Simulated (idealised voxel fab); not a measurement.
Process module name: voxel wiring stack
Section cut is 140 nm wide and gridded with 5 nm square cells.
Bands, listed from the top down, are how a cross-section gets written in this document; the cross-section itself is a grid of square cells, and a band is one or more rows of them. Each band's line starts with the height of the band's top and of its bottom, in nm. Then come its materials from left to right, each with its width in nm. One material with "all across" fills the band from edge to edge. "air" is empty space. We count height from 0. Below that, the starting wafer is all one material. The lowest band never ends at the bottom but goes on down; see "top 0, no bottom" for how that is written. Per-row width for "30->40": begins at first number (top row of band), ends at second number (bottom row), increment between rows held constant. "remained unchanged" for a step: no cell of the cross-section changed in that step. "Catalogued sealed voids" contains a list of empty spaces, each no smaller than 8 cells and without an open way to the top, written in the form width x height at distance with the distance from the left edge and all three in nm. On a step's line, text after the settings is the simulator commenting on that step. If you see "overlay nm" on a step's line and that step has a mask, it's telling you how far right of where it was planned the mask ended up; a negative number means it went left instead. Reading guide: pairs of cross-sections, before and after one process step; after view cut off at lowest changed band; step and settings listed under each pair. Pairs may stem from different runs of this module on the same starting wafer; continuity with the pair above only where the "Prior to step" entry states it.

Prior to step:
	top 65, bottom 60  TiN all across
	top 60, bottom 55  25 of SiCN / 15 of TiN / 55 of SiCN / 15 of TiN / 30 of SiCN
	top 55, bottom 50  20 of SiCN / 30 of lowk / 5 of SiCN / 30 of lowk / 5 of SiCN / 30 of lowk / 20 of SiCN
	top 50, bottom 45  lowk all across
	top 45, bottom 40  20 of lowk / 30 of Ru / 5 of lowk / 30 of Ru / 5 of lowk / 30 of Ru / 20 of lowk
	top 40, bottom 15  25 of SiO2 / 5 of TiN / 10 of W / 5 of TiN / 15 of SiO2 / 5 of TiN / 10 of W / 5 of TiN / 15 of SiO2 / 5 of TiN / 10 of W / 5 of TiN / 25 of SiO2
	top 15, bottom 10  25 of SiCN / 20 of TiN / 15 of SiCN / 20 of TiN / 15 of SiCN / 20 of TiN / 25 of SiCN
	top 10, bottom 0  SiO2 all across
	top 0, no bottom  Si all across
	Catalogued sealed voids: none

Resulting Structure:
	top 85, bottom 65  Ru all across
	Below 65, the layers are the same as they were.
	Catalogued sealed voids: none
Operation between the pre and post cross-sections above: op DIRECTIONAL_DEP | material Ru | thk nm 20

Prior to step: as in the pair right above, post-step view.

Resulting Structure:
	top 85, bottom 65  25 of air / 20 of Ru / 15 of air / 20 of Ru / 15 of air / 20 of Ru / 25 of air
	Below 65, the layers are the same as they were.
	Catalogued sealed voids: none
Operation between the pre and post cross-sections above: op MASKED_ETCH | tone cover | mask id METAL_2 | width nm 20 | pitch nm 35 | etch materials Ru | depth nm 20 | overlay nm 0

Prior to step: as in the pair right above, post-step view.

Resulting Structure:
	top 85, bottom 65  25 of air / 20 of Ru / 15 of air / 20 of Ru / 15 of air / 20 of Ru / 25 of air
	top 65, bottom 60  25 of air / 20 of TiN / 15 of air / 20 of TiN / 15 of air / 20 of TiN / 25 of air
	Below 60, the layers are the same as they were.
	Catalogued sealed voids: none
Operation between the pre and post cross-sections above: op MASKED_ETCH | tone cover | mask id METAL_2 | width nm 20 | pitch nm 35 | etch materials TiN | depth nm 5 | overlay nm 0

Prior to step: as in the pair right above, post-step view.

Resulting Structure:
	top 90, bottom 85  20 of air / 30 of SiN / 5 of air / 30 of SiN / 5 of air / 30 of SiN / 20 of air
	top 85, bottom 65  20 of air / 5 of SiN / 20 of Ru / 5 of SiN / 5 of air / 5 of SiN / 20 of Ru / 5 of SiN / 5 of air / 5 of SiN / 20 of Ru / 5 of SiN / 20 of air
	top 65, bottom 60  25 of SiN / 20 of TiN / 15 of SiN / 20 of TiN / 15 of SiN / 20 of TiN / 25 of SiN
	Below 60, the layers are the same as they were.
	Catalogued sealed voids: none
Operation between the pre and post cross-sections above: op CONFORMAL_DEP | material SiN | thk nm 5

Prior to step: as in the pair right above, post-step view.

Resulting Structure:
	top 100, bottom 90  lowk all across
	top 90, bottom 85  20 of lowk / 30 of SiN / 5 of lowk / 30 of SiN / 5 of lowk / 30 of SiN / 20 of lowk
	top 85, bottom 65  20 of lowk / 5 of SiN / 20 of Ru / 5 of SiN / 5 of lowk / 5 of SiN / 20 of Ru / 5 of SiN / 5 of lowk / 5 of SiN / 20 of Ru / 5 of SiN / 20 of lowk
	Below 65, the layers are the same as they were.
	Catalogued sealed voids: none
Operation between the pre and post cross-sections above: op FILL_DEP | material lowk | thk nm 10

Prior to step: as in the pair right above, post-step view.

Resulting Structure:
	top 85, bottom 65  20 of lowk / 5 of SiN / 20 of Ru / 5 of SiN / 5 of lowk / 5 of SiN / 20 of Ru / 5 of SiN / 5 of lowk / 5 of SiN / 20 of Ru / 5 of SiN / 20 of lowk
	Below 65, the layers are the same as they were.
	Catalogued sealed voids: none
Operation between the pre and post cross-sections above: op CMP | height nm 85

Prior to step: as in the pair right above, post-step view.

Resulting Structure:
	top 90, bottom 85  SiCN all across
	Below 85, the layers are the same as they were.
	Catalogued sealed voids: none
Operation between the pre and post cross-sections above: op CONFORMAL_DEP | material SiCN | thk nm 5

Prior to step: as in the pair right above, post-step view.

Resulting Structure:
	top 125, bottom 90  SiO2 all across
	Below 90, the layers are the same as they were.
	Catalogued sealed voids: none
Operation between the pre and post cross-sections above: op DIRECTIONAL_DEP | material SiO2 | thk nm 35

Prior to step: as in the pair right above, post-step view.

Resulting Structure:
	top 140, bottom 125  25 of resist / 20 of air / 15 of resist / 20 of air / 15 of resist / 20 of air / 25 of resist
	Below 125, the layers are the same as they were.
	Catalogued sealed voids: none
Operation between the pre and post cross-sections above: op PATTERN | tone open | mask id METAL_3 | material resist | width nm 20 | pitch nm 35 | thk nm 15 | overlay nm 0

Prior to step: as in the pair right above, post-step view.

Resulting Structure:
	top 140, bottom 125  25 of resist / 20 of air / 15 of resist / 20 of air / 15 of resist / 20 of air / 25 of resist
	top 125, bottom 105  25 of SiO2 / 20 of air / 15 of SiO2 / 20 of air / 15 of SiO2 / 20 of air / 25 of SiO2
	Below 105, the layers are the same as they were.
	Catalogued sealed voids: none
Operation between the pre and post cross-sections above: op DIRECTIONAL_ETCH | etch materials SiO2 | depth nm 20

Prior to step: as in the pair right above, post-step view.

Resulting Structure:
	top 125, bottom 105  25 of SiO2 / 20 of air / 15 of SiO2 / 20 of air / 15 of SiO2 / 20 of air / 25 of SiO2
	Below 105, the layers are the same as they were.
	Catalogued sealed voids: none
Operation between the pre and post cross-sections above: op STRIP | etch materials resist

Prior to step: as in the pair right above, post-step view.

Resulting Structure:
	top 140, bottom 125  25 of resist / 15 of air / 20 of resist / 15 of air / 20 of resist / 15 of air / 30 of resist
	top 125, bottom 105  25 of SiO2 / 15 of air / 5 of resist / 15 of SiO2 / 15 of air / 5 of resist / 15 of SiO2 / 15 of air / 5 of resist / 25 of SiO2
	Below 105, the layers are the same as they were.
	Catalogued sealed voids: none
Operation between the pre and post cross-sections above: op PATTERN | tone open | mask id METAL_3_HOLES | material resist | width nm 15 | pitch nm 35 | thk nm 15 | overlay nm 0

Prior to step: as in the pair right above, post-step view.

Resulting Structure:
	top 140, bottom 125  25 of resist / 15 of air / 20 of resist / 15 of air / 20 of resist / 15 of air / 30 of resist
	top 125, bottom 105  25 of SiO2 / 15 of air / 5 of resist / 15 of SiO2 / 15 of air / 5 of resist / 15 of SiO2 / 15 of air / 5 of resist / 25 of SiO2
	top 105, bottom 90  25 of SiO2 / 15 of air / 20 of SiO2 / 15 of air / 20 of SiO2 / 15 of air / 30 of SiO2
	Below 90, the layers are the same as they were.
	Catalogued sealed voids: none
Operation between the pre and post cross-sections above: op DIRECTIONAL_ETCH | etch materials SiO2 | depth nm 15

Prior to step: as in the pair right above, post-step view.

Resulting Structure:
	top 140, bottom 125  25 of resist / 15 of air / 20 of resist / 15 of air / 20 of resist / 15 of air / 30 of resist
	top 125, bottom 105  25 of SiO2 / 15 of air / 5 of resist / 15 of SiO2 / 15 of air / 5 of resist / 15 of SiO2 / 15 of air / 5 of resist / 25 of SiO2
	top 105, bottom 90  25 of SiO2 / 15 of air / 20 of SiO2 / 15 of air / 20 of SiO2 / 15 of air / 30 of SiO2
	top 90, bottom 85  25 of SiCN / 15 of air / 20 of SiCN / 15 of air / 20 of SiCN / 15 of air / 30 of SiCN
	Below 85, the layers are the same as they were.
	Catalogued sealed voids: none
Operation between the pre and post cross-sections above: op DIRECTIONAL_ETCH | etch materials SiCN | depth nm 5

Prior to step: as in the pair right above, post-step view.

Resulting Structure:
	top 125, bottom 105  25 of SiO2 / 20 of air / 15 of SiO2 / 20 of air / 15 of SiO2 / 20 of air / 25 of SiO2
	Below 105, the layers are the same as they were.
	Catalogued sealed voids: none
Operation between the pre and post cross-sections above: op STRIP | etch materials resist

Prior to step: as in the pair right above, post-step view.

Resulting Structure:
	top 130, bottom 125  30 of TiN / 10 of air / 25 of TiN / 10 of air / 25 of TiN / 10 of air / 30 of TiN
	top 125, bottom 110  25 of SiO2 / 5 of TiN / 10 of air / 5 of TiN / 15 of SiO2 / 5 of TiN / 10 of air / 5 of TiN / 15 of SiO2 / 5 of TiN / 10 of air / 5 of TiN / 25 of SiO2
	top 110, bottom 105  25 of SiO2 / 5 of TiN / 5 of air / 10 of TiN / 15 of SiO2 / 5 of TiN / 5 of air / 10 of TiN / 15 of SiO2 / 5 of TiN / 5 of air / 10 of TiN / 25 of SiO2
	top 105, bottom 90  25 of SiO2 / 5 of TiN / 5 of air / 5 of TiN / 20 of SiO2 / 5 of TiN / 5 of air / 5 of TiN / 20 of SiO2 / 5 of TiN / 5 of air / 5 of TiN / 30 of SiO2
	top 90, bottom 85  25 of SiCN / 15 of TiN / 20 of SiCN / 15 of TiN / 20 of SiCN / 15 of TiN / 30 of SiCN
	Below 85, the layers are the same as they were.
	Catalogued sealed voids: none
Operation between the pre and post cross-sections above: op CONFORMAL_DEP | material TiN | thk nm 5

Prior to step: as in the pair right above, post-step view.

Resulting Structure:
	top 140, bottom 130  Cu all across
	top 130, bottom 125  30 of TiN / 10 of Cu / 25 of TiN / 10 of Cu / 25 of TiN / 10 of Cu / 30 of TiN
	top 125, bottom 110  25 of SiO2 / 5 of TiN / 10 of Cu / 5 of TiN / 15 of SiO2 / 5 of TiN / 10 of Cu / 5 of TiN / 15 of SiO2 / 5 of TiN / 10 of Cu / 5 of TiN / 25 of SiO2
	top 110, bottom 105  25 of SiO2 / 5 of TiN / 5 of Cu / 10 of TiN / 15 of SiO2 / 5 of TiN / 5 of Cu / 10 of TiN / 15 of SiO2 / 5 of TiN / 5 of Cu / 10 of TiN / 25 of SiO2
	top 105, bottom 90  25 of SiO2 / 5 of TiN / 5 of Cu / 5 of TiN / 20 of SiO2 / 5 of TiN / 5 of Cu / 5 of TiN / 20 of SiO2 / 5 of TiN / 5 of Cu / 5 of TiN / 30 of SiO2
	Below 90, the layers are the same as they were.
	Catalogued sealed voids: none
Operation between the pre and post cross-sections above: op FILL_DEP | material Cu | thk nm 10

Prior to step: as in the pair right above, post-step view.

Resulting Structure:
	top 125, bottom 110  25 of SiO2 / 5 of TiN / 10 of Cu / 5 of TiN / 15 of SiO2 / 5 of TiN / 10 of Cu / 5 of TiN / 15 of SiO2 / 5 of TiN / 10 of Cu / 5 of TiN / 25 of SiO2
	Below 110, the layers are the same as they were.
	Catalogued sealed voids: none
Operation between the pre and post cross-sections above: op CMP | height nm 125

Prior to step: as in the pair right above, post-step view.

Resulting Structure:
	top 130, bottom 125  SiN all across
	Below 125, the layers are the same as they were.
	Catalogued sealed voids: none
Operation between the pre and post cross-sections above: op CONFORMAL_DEP | material SiN | thk nm 5

Prior to step:
	top 15, bottom 10  SiCN all across
	top 10, bottom 0  SiO2 all across
	top 0, no bottom  Si all across
	Catalogued sealed voids: none

Resulting Structure:
	top 35, bottom 15  SiO2 all across
	Below 15, the layers are the same as they were.
	Catalogued sealed voids: none
Operation between the pre and post cross-sections above: op DIRECTIONAL_DEP | material SiO2 | thk nm 20

Prior to step: as in the pair right above, post-step view.

Resulting Structure:
	top 35, bottom 15  25 of SiO2 / 20 of air / 15 of SiO2 / 20 of air / 15 of SiO2 / 20 of air / 25 of SiO2
	Below 15, the layers are the same as they were.
	Catalogued sealed voids: none
Operation between the pre and post cross-sections above: op MASKED_ETCH | tone open | mask id METAL_1 | width nm 20 | pitch nm 35 | etch materials SiO2 | depth nm 25 | overlay nm 0

Prior to step: as in the pair right above, post-step view.

Resulting Structure:
	top 35, bottom 15  25 of SiO2 / 20 of air / 15 of SiO2 / 20 of air / 15 of SiO2 / 20 of air / 25 of SiO2
	top 15, bottom 10  25 of SiCN / 20 of air / 15 of SiCN / 20 of air / 15 of SiCN / 20 of air / 25 of SiCN
	Below 10, the layers are the same as they were.
	Catalogued sealed voids: none
Operation between the pre and post cross-sections above: op MASKED_ETCH | tone open | mask id METAL_1 | width nm 20 | pitch nm 35 | etch materials SiCN | depth nm 5 | overlay nm 0

Prior to step: as in the pair right above, post-step view.

Resulting Structure:
	top 40, bottom 35  30 of TiN / 10 of air / 25 of TiN / 10 of air / 25 of TiN / 10 of air / 30 of TiN
	top 35, bottom 15  25 of SiO2 / 5 of TiN / 10 of air / 5 of TiN / 15 of SiO2 / 5 of TiN / 10 of air / 5 of TiN / 15 of SiO2 / 5 of TiN / 10 of air / 5 of TiN / 25 of SiO2
	top 15, bottom 10  25 of SiCN / 20 of TiN / 15 of SiCN / 20 of TiN / 15 of SiCN / 20 of TiN / 25 of SiCN
	Below 10, the layers are the same as they were.
	Catalogued sealed voids: none
Operation between the pre and post cross-sections above: op CONFORMAL_DEP | material TiN | thk nm 5

Prior to step: as in the pair right above, post-step view.

Resulting Structure:
	top 50, bottom 40  W all across
	top 40, bottom 35  30 of TiN / 10 of W / 25 of TiN / 10 of W / 25 of TiN / 10 of W / 30 of TiN
	top 35, bottom 15  25 of SiO2 / 5 of TiN / 10 of W / 5 of TiN / 15 of SiO2 / 5 of TiN / 10 of W / 5 of TiN / 15 of SiO2 / 5 of TiN / 10 of W / 5 of TiN / 25 of SiO2
	Below 15, the layers are the same as they were.
	Catalogued sealed voids: none
Operation between the pre and post cross-sections above: op FILL_DEP | material W | thk nm 10

Prior to step: as in the pair right above, post-step view.

Resulting Structure:
	top 40, bottom 35  30 of TiN / 10 of W / 25 of TiN / 10 of W / 25 of TiN / 10 of W / 30 of TiN
	Below 35, the layers are the same as they were.
	Catalogued sealed voids: none
Operation between the pre and post cross-sections above: op CMP | height nm 40

Prior to step: as in the pair right above, post-step view.

Resulting Structure:
	top 45, bottom 40  Ru all across
	Below 40, the layers are the same as they were.
	Catalogued sealed voids: none
Operation between the pre and post cross-sections above: op EPI | material Ru | thk nm 5

Prior to step: as in the pair right above, post-step view.

Resulting Structure:
	top 50, bottom 45  SiCN all across
	Below 45, the layers are the same as they were.
	Catalogued sealed voids: none
Operation between the pre and post cross-sections above: op FILL_DEP | material SiCN | thk nm 5

Prior to step: as in the pair right above, post-step view.

Resulting Structure:
	top 60, bottom 50  lowk all across
	Below 50, the layers are the same as they were.
	Catalogued sealed voids: none
Operation between the pre and post cross-sections above: op DIRECTIONAL_DEP | material lowk | thk nm 10

Prior to step: as in the pair right above, post-step view.

Resulting Structure:
	top 80, bottom 60  25 of resist / 15 of air / 55 of resist / 15 of air / 30 of resist
	Below 60, the layers are the same as they were.
	Catalogued sealed voids: none
Operation between the pre and post cross-sections above: op PATTERN | tone open | mask id PLUG_1 | material resist | width nm 15 | pitch nm 70 | thk nm 20 | overlay nm 0

Prior to step: as in the pair right above, post-step view.

Resulting Structure:
	top 80, bottom 60  25 of resist / 15 of air / 55 of resist / 15 of air / 30 of resist
	top 60, bottom 50  25 of lowk / 15 of air / 55 of lowk / 15 of air / 30 of lowk
	Below 50, the layers are the same as they were.
	Catalogued sealed voids: none
Operation between the pre and post cross-sections above: op DIRECTIONAL_ETCH | etch materials lowk | depth nm 10

Prior to step: as in the pair right above, post-step view.

Resulting Structure:
	top 80, bottom 60  25 of resist / 15 of air / 55 of resist / 15 of air / 30 of resist
	top 60, bottom 50  25 of lowk / 15 of air / 55 of lowk / 15 of air / 30 of lowk
	top 50, bottom 45  25 of SiCN / 15 of air / 55 of SiCN / 15 of air / 30 of SiCN
	Below 45, the layers are the same as they were.
	Catalogued sealed voids: none
Operation between the pre and post cross-sections above: op DIRECTIONAL_ETCH | etch materials SiCN | depth nm 5

Prior to step: as in the pair right above, post-step view.

Resulting Structure:
	top 60, bottom 50  25 of lowk / 15 of air / 55 of lowk / 15 of air / 30 of lowk
	Below 50, the layers are the same as they were.
	Catalogued sealed voids: none
Operation between the pre and post cross-sections above: op STRIP | etch materials resist

Prior to step: as in the pair right above, post-step view.

Resulting Structure:
	top 65, bottom 60  30 of TiN / 5 of air / 65 of TiN / 5 of air / 35 of TiN
	top 60, bottom 50  25 of lowk / 5 of TiN / 5 of air / 5 of TiN / 55 of lowk / 5 of TiN / 5 of air / 5 of TiN / 30 of lowk
	top 50, bottom 45  25 of SiCN / 15 of TiN / 55 of SiCN / 15 of TiN / 30 of SiCN
	Below 45, the layers are the same as they were.
	Catalogued sealed voids: none
Operation between the pre and post cross-sections above: op CONFORMAL_DEP | material TiN | thk nm 5

Prior to step: as in the pair right above, post-step view.

Resulting Structure:
	top 70, bottom 65  W all across
	top 65, bottom 60  30 of TiN / 5 of W / 65 of TiN / 5 of W / 35 of TiN
	top 60, bottom 50  25 of lowk / 5 of TiN / 5 of W / 5 of TiN / 55 of lowk / 5 of TiN / 5 of W / 5 of TiN / 30 of lowk
	Below 50, the layers are the same as they were.
	Catalogued sealed voids: none
Operation between the pre and post cross-sections above: op FILL_DEP | material W | thk nm 5

Prior to step: as in the pair right above, post-step view.

Resulting Structure:
	top 60, bottom 50  25 of lowk / 5 of TiN / 5 of W / 5 of TiN / 55 of lowk / 5 of TiN / 5 of W / 5 of TiN / 30 of lowk
	Below 50, the layers are the same as they were.
	Catalogued sealed voids: none
Operation between the pre and post cross-sections above: op CMP | height nm 60

Prior to step: as in the pair right above, post-step view.

Resulting Structure:
	top 65, bottom 60  TiN all across
	Below 60, the layers are the same as they were.
	Catalogued sealed voids: none
Operation between the pre and post cross-sections above: op DIRECTIONAL_DEP | material TiN | thk nm 5

Prior to step: as in the pair right above, post-step view.

Resulting Structure:
	top 85, bottom 65  Ru all across
	Below 65, the layers are the same as they were.
	Catalogued sealed voids: none
Operation between the pre and post cross-sections above: op DIRECTIONAL_DEP | material Ru | thk nm 20

Prior to step: as in the pair right above, post-step view.

Resulting Structure:
	top 85, bottom 65  25 of air / 20 of Ru / 15 of air / 20 of Ru / 15 of air / 20 of Ru / 25 of air
	Below 65, the layers are the same as they were.
	Catalogued sealed voids: none
Operation between the pre and post cross-sections above: op MASKED_ETCH | tone cover | mask id METAL_2 | width nm 20 | pitch nm 35 | etch materials Ru | depth nm 20 | overlay nm 0

Prior to step: as in the pair right above, post-step view.

Resulting Structure:
	top 85, bottom 65  25 of air / 20 of Ru / 15 of air / 20 of Ru / 15 of air / 20 of Ru / 25 of air
	top 65, bottom 60  25 of air / 20 of TiN / 15 of air / 20 of TiN / 15 of air / 20 of TiN / 25 of air
	Below 60, the layers are the same as they were.
	Catalogued sealed voids: none
Operation between the pre and post cross-sections above: op MASKED_ETCH | tone cover | mask id METAL_2 | width nm 20 | pitch nm 35 | etch materials TiN | depth nm 5 | overlay nm 0

Prior to step: as in the pair right above, post-step view.

Resulting Structure:
	top 90, bottom 85  20 of air / 30 of SiN / 5 of air / 30 of SiN / 5 of air / 30 of SiN / 20 of air
	top 85, bottom 65  20 of air / 5 of SiN / 20 of Ru / 5 of SiN / 5 of air / 5 of SiN / 20 of Ru / 5 of SiN / 5 of air / 5 of SiN / 20 of Ru / 5 of SiN / 20 of air
	top 65, bottom 60  25 of SiN / 20 of TiN / 15 of SiN / 20 of TiN / 15 of SiN / 20 of TiN / 25 of SiN
	Below 60, the layers are the same as they were.
	Catalogued sealed voids: none
Operation between the pre and post cross-sections above: op CONFORMAL_DEP | material SiN | thk nm 5

Prior to step: as in the pair right above, post-step view.

Resulting Structure:
	top 100, bottom 90  lowk all across
	top 90, bottom 85  20 of lowk / 30 of SiN / 5 of lowk / 30 of SiN / 5 of lowk / 30 of SiN / 20 of lowk
	top 85, bottom 65  20 of lowk / 5 of SiN / 20 of Ru / 5 of SiN / 5 of lowk / 5 of SiN / 20 of Ru / 5 of SiN / 5 of lowk / 5 of SiN / 20 of Ru / 5 of SiN / 20 of lowk
	Below 65, the layers are the same as they were.
	Catalogued sealed voids: none
Operation between the pre and post cross-sections above: op FILL_DEP | material lowk | thk nm 10

Prior to step: as in the pair right above, post-step view.

Resulting Structure:
	top 85, bottom 65  20 of lowk / 5 of SiN / 20 of Ru / 5 of SiN / 5 of lowk / 5 of SiN / 20 of Ru / 5 of SiN / 5 of lowk / 5 of SiN / 20 of Ru / 5 of SiN / 20 of lowk
	Below 65, the layers are the same as they were.
	Catalogued sealed voids: none
Operation between the pre and post cross-sections above: op CMP | height nm 85

Prior to step: as in the pair right above, post-step view.

Resulting Structure:
	top 90, bottom 85  SiCN all across
	Below 85, the layers are the same as they were.
	Catalogued sealed voids: none
Operation between the pre and post cross-sections above: op CONFORMAL_DEP | material SiCN | thk nm 5

Prior to step: as in the pair right above, post-step view.

Resulting Structure:
	top 125, bottom 90  SiO2 all across
	Below 90, the layers are the same as they were.
	Catalogued sealed voids: none
Operation between the pre and post cross-sections above: op DIRECTIONAL_DEP | material SiO2 | thk nm 35

Prior to step: as in the pair right above, post-step view.

Resulting Structure:
	top 140, bottom 125  25 of resist / 20 of air / 15 of resist / 20 of air / 15 of resist / 20 of air / 25 of resist
	Below 125, the layers are the same as they were.
	Catalogued sealed voids: none
Operation between the pre and post cross-sections above: op PATTERN | tone open | mask id METAL_3 | material resist | width nm 20 | pitch nm 35 | thk nm 15 | overlay nm 0

Prior to step: as in the pair right above, post-step view.

Resulting Structure:
	top 140, bottom 125  25 of resist / 20 of air / 15 of resist / 20 of air / 15 of resist / 20 of air / 25 of resist
	top 125, bottom 105  25 of SiO2 / 20 of air / 15 of SiO2 / 20 of air / 15 of SiO2 / 20 of air / 25 of SiO2
	Below 105, the layers are the same as they were.
	Catalogued sealed voids: none
Operation between the pre and post cross-sections above: op DIRECTIONAL_ETCH | etch materials SiO2 | depth nm 20

Prior to step: as in the pair right above, post-step view.

Resulting Structure:
	top 125, bottom 105  25 of SiO2 / 20 of air / 15 of SiO2 / 20 of air / 15 of SiO2 / 20 of air / 25 of SiO2
	Below 105, the layers are the same as they were.
	Catalogued sealed voids: none
Operation between the pre and post cross-sections above: op STRIP | etch materials resist

Prior to step: as in the pair right above, post-step view.

Resulting Structure:
	top 140, bottom 125  25 of resist / 15 of air / 20 of resist / 15 of air / 20 of resist / 15 of air / 30 of resist
	top 125, bottom 105  25 of SiO2 / 15 of air / 5 of resist / 15 of SiO2 / 15 of air / 5 of resist / 15 of SiO2 / 15 of air / 5 of resist / 25 of SiO2
	Below 105, the layers are the same as they were.
	Catalogued sealed voids: none
Operation between the pre and post cross-sections above: op PATTERN | tone open | mask id METAL_3_HOLES | material resist | width nm 15 | pitch nm 35 | thk nm 15 | overlay nm 0

Prior to step: as in the pair right above, post-step view.

Resulting Structure:
	top 140, bottom 125  25 of resist / 15 of air / 20 of resist / 15 of air / 20 of resist / 15 of air / 30 of resist
	top 125, bottom 105  25 of SiO2 / 15 of air / 5 of resist / 15 of SiO2 / 15 of air / 5 of resist / 15 of SiO2 / 15 of air / 5 of resist / 25 of SiO2
	top 105, bottom 90  25 of SiO2 / 15 of air / 20 of SiO2 / 15 of air / 20 of SiO2 / 15 of air / 30 of SiO2
	Below 90, the layers are the same as they were.
	Catalogued sealed voids: none
Operation between the pre and post cross-sections above: op DIRECTIONAL_ETCH | etch materials SiO2 | depth nm 15

Prior to step: as in the pair right above, post-step view.

Resulting Structure:
	top 140, bottom 125  25 of resist / 15 of air / 20 of resist / 15 of air / 20 of resist / 15 of air / 30 of resist
	top 125, bottom 105  25 of SiO2 / 15 of air / 5 of resist / 15 of SiO2 / 15 of air / 5 of resist / 15 of SiO2 / 15 of air / 5 of resist / 25 of SiO2
	top 105, bottom 90  25 of SiO2 / 15 of air / 20 of SiO2 / 15 of air / 20 of SiO2 / 15 of air / 30 of SiO2
	top 90, bottom 85  25 of SiCN / 15 of air / 20 of SiCN / 15 of air / 20 of SiCN / 15 of air / 30 of SiCN
	Below 85, the layers are the same as they were.
	Catalogued sealed voids: none
Operation between the pre and post cross-sections above: op DIRECTIONAL_ETCH | etch materials SiCN | depth nm 5

Prior to step: as in the pair right above, post-step view.

Resulting Structure:
	top 125, bottom 105  25 of SiO2 / 20 of air / 15 of SiO2 / 20 of air / 15 of SiO2 / 20 of air / 25 of SiO2
	Below 105, the layers are the same as they were.
	Catalogued sealed voids: none
Operation between the pre and post cross-sections above: op STRIP | etch materials resist

Prior to step: as in the pair right above, post-step view.

Resulting Structure:
	top 130, bottom 125  30 of TiN / 10 of air / 25 of TiN / 10 of air / 25 of TiN / 10 of air / 30 of TiN
	top 125, bottom 110  25 of SiO2 / 5 of TiN / 10 of air / 5 of TiN / 15 of SiO2 / 5 of TiN / 10 of air / 5 of TiN / 15 of SiO2 / 5 of TiN / 10 of air / 5 of TiN / 25 of SiO2
	top 110, bottom 105  25 of SiO2 / 5 of TiN / 5 of air / 10 of TiN / 15 of SiO2 / 5 of TiN / 5 of air / 10 of TiN / 15 of SiO2 / 5 of TiN / 5 of air / 10 of TiN / 25 of SiO2
	top 105, bottom 90  25 of SiO2 / 5 of TiN / 5 of air / 5 of TiN / 20 of SiO2 / 5 of TiN / 5 of air / 5 of TiN / 20 of SiO2 / 5 of TiN / 5 of air / 5 of TiN / 30 of SiO2
	top 90, bottom 85  25 of SiCN / 15 of TiN / 20 of SiCN / 15 of TiN / 20 of SiCN / 15 of TiN / 30 of SiCN
	Below 85, the layers are the same as they were.
	Catalogued sealed voids: none
Operation between the pre and post cross-sections above: op CONFORMAL_DEP | material TiN | thk nm 5

Prior to step: as in the pair right above, post-step view.

Resulting Structure:
	top 140, bottom 130  Cu all across
	top 130, bottom 125  30 of TiN / 10 of Cu / 25 of TiN / 10 of Cu / 25 of TiN / 10 of Cu / 30 of TiN
	top 125, bottom 110  25 of SiO2 / 5 of TiN / 10 of Cu / 5 of TiN / 15 of SiO2 / 5 of TiN / 10 of Cu / 5 of TiN / 15 of SiO2 / 5 of TiN / 10 of Cu / 5 of TiN / 25 of SiO2
	top 110, bottom 105  25 of SiO2 / 5 of TiN / 5 of Cu / 10 of TiN / 15 of SiO2 / 5 of TiN / 5 of Cu / 10 of TiN / 15 of SiO2 / 5 of TiN / 5 of Cu / 10 of TiN / 25 of SiO2
	top 105, bottom 90  25 of SiO2 / 5 of TiN / 5 of Cu / 5 of TiN / 20 of SiO2 / 5 of TiN / 5 of Cu / 5 of TiN / 20 of SiO2 / 5 of TiN / 5 of Cu / 5 of TiN / 30 of SiO2
	Below 90, the layers are the same as they were.
	Catalogued sealed voids: none
Operation between the pre and post cross-sections above: op FILL_DEP | material Cu | thk nm 10

Prior to step: as in the pair right above, post-step view.

Resulting Structure:
	top 125, bottom 110  25 of SiO2 / 5 of TiN / 10 of Cu / 5 of TiN / 15 of SiO2 / 5 of TiN / 10 of Cu / 5 of TiN / 15 of SiO2 / 5 of TiN / 10 of Cu / 5 of TiN / 25 of SiO2
	Below 110, the layers are the same as they were.
	Catalogued sealed voids: none
Operation between the pre and post cross-sections above: op CMP | height nm 125

Prior to step: as in the pair right above, post-step view.

Resulting Structure:
	top 130, bottom 125  SiN all across
	Below 125, the layers are the same as they were.
	Catalogued sealed voids: none
Operation between the pre and post cross-sections above: op CONFORMAL_DEP | material SiN | thk nm 5

Prior to step:
	top 125, bottom 105  25 of SiO2 / 20 of air / 15 of SiO2 / 20 of air / 15 of SiO2 / 20 of air / 25 of SiO2
	top 105, bottom 90  SiO2 all across
	top 90, bottom 85  SiCN all across
	top 85, bottom 65  20 of lowk / 5 of SiN / 20 of Ru / 5 of SiN / 5 of lowk / 5 of SiN / 20 of Ru / 5 of SiN / 5 of lowk / 5 of SiN / 20 of Ru / 5 of SiN / 20 of lowk
	top 65, bottom 60  25 of SiN / 20 of TiN / 15 of SiN / 20 of TiN / 15 of SiN / 20 of TiN / 25 of SiN
	top 60, bottom 50  25 of lowk / 5 of TiN / 5 of W / 5 of TiN / 55 of lowk / 5 of TiN / 5 of W / 5 of TiN / 30 of lowk
	top 50, bottom 45  25 of SiCN / 15 of TiN / 55 of SiCN / 15 of TiN / 30 of SiCN
	top 45, bottom 40  20 of SiCN / 30 of Ru / 5 of SiCN / 30 of Ru / 5 of SiCN / 30 of Ru / 20 of SiCN
	top 40, bottom 15  25 of SiO2 / 5 of TiN / 10 of W / 5 of TiN / 15 of SiO2 / 5 of TiN / 10 of W / 5 of TiN / 15 of SiO2 / 5 of TiN / 10 of W / 5 of TiN / 25 of SiO2
	top 15, bottom 10  25 of SiCN / 20 of TiN / 15 of SiCN / 20 of TiN / 15 of SiCN / 20 of TiN / 25 of SiCN
	top 10, bottom 0  SiO2 all across
	top 0, no bottom  Si all across
	Catalogued sealed voids: none

Resulting Structure:
	top 140, bottom 125  25 of resist / 20 of air / 15 of resist / 20 of air / 15 of resist / 20 of air / 25 of resist
	Below 125, the layers are the same as they were.
	Catalogued sealed voids: none
Operation between the pre and post cross-sections above: op PATTERN | tone open | mask id METAL_3_HOLES | material resist | width nm 20 | pitch nm 35 | thk nm 15 | overlay nm 0

Prior to step: as in the pair right above, post-step view.

Resulting Structure:
	top 140, bottom 125  25 of resist / 20 of air / 15 of resist / 20 of air / 15 of resist / 20 of air / 25 of resist
	top 125, bottom 90  25 of SiO2 / 20 of air / 15 of SiO2 / 20 of air / 15 of SiO2 / 20 of air / 25 of SiO2
	Below 90, the layers are the same as they were.
	Catalogued sealed voids: none
Operation between the pre and post cross-sections above: op DIRECTIONAL_ETCH | etch materials SiO2 | depth nm 15
